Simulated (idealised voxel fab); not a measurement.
Process module heading - voxel trench capacitor
The figure presents cross-section cut, which has a width of 225 nm and is divided into square cells with an edge length of 5 nm.
Think of the cross-section as a grid of square cells. We describe it in bands, top to bottom, and each band covers one or more rows of those cells.
What a band's entry tells you: where the top is and where the bottom is, as heights in nm, and after that what lies inside, material by material from left to right, each with its width in nm. Empty space is written as the word "blank", and a single material marked with the word "all across" occupies the band from edge to edge.
A quick word on heights: they are counted from 0, and under that level the wafer as it came to us is one material throughout. The lowest band is different from the rest in having no bottom; it simply continues downward, written as in "0 nm and below".
Width: "30->40" (first number = top row, second number = bottom row, same change from row to row of cells).
You'll sometimes find "same as before" written for a step, and that's the way of saying that nowhere in the cross-section did a cell change during that step.
"Cavities, sealed" specifies each empty space that is not open to the top and that occupies no fewer than 8 cells, using the form width x height at distance, the distance measured from the left edge and all three quantities in nm.
What comes after the settings on a step's line is commentary from the simulator itself on that step.
For masked steps, "overlay nm" on the step line gives how far right of plan the mask actually lay; a minus sign means it lay to the left.

Process steps foreseen in the plan
1) RECEIVE (material Si)
2) CONFORMAL_DEP (material SiN; thk nm 5)
3) PATTERN (tone open; mask id TRENCH; material resist; width nm 15; pitch nm 50; thk nm 20; overlay nm 0)
4) DIRECTIONAL_ETCH (etch materials SiN; depth nm 5)
5) DIRECTIONAL_ETCH (etch materials Si; depth nm 35)
6) STRIP (etch materials resist)
7) CONFORMAL_DEP (material Al2O3; thk nm 5)
8) FILL_DEP (material polySi; thk nm 5)
9) CMP (height nm 5)
The plan's step 3 width nm is the first wafer's value; the wafers differ in this setting and start identical.

Cross-section of the first of several received wafers, showing its state after step 1
  0 nm and below = Si all across
  Cavities, sealed: none

End of module, by wafer: material-by-material cell gain (+) or loss (-) since receipt, then closed voids
width nm 15, +51 Al2O3, -63 Si, +36 SiN, +21 polySi, Cavities, sealed: none
width nm 20, +54 Al2O3, -84 Si, +33 SiN, +42 polySi, Cavities, sealed: none
width nm 25, +57 Al2O3, -105 Si, +30 SiN, +63 polySi, Cavities, sealed: none
width nm 30, +60 Al2O3, -126 Si, +27 SiN, +84 polySi, Cavities, sealed: none
width nm 35, +63 Al2O3, -147 Si, +24 SiN, +105 polySi, Cavities, sealed: none
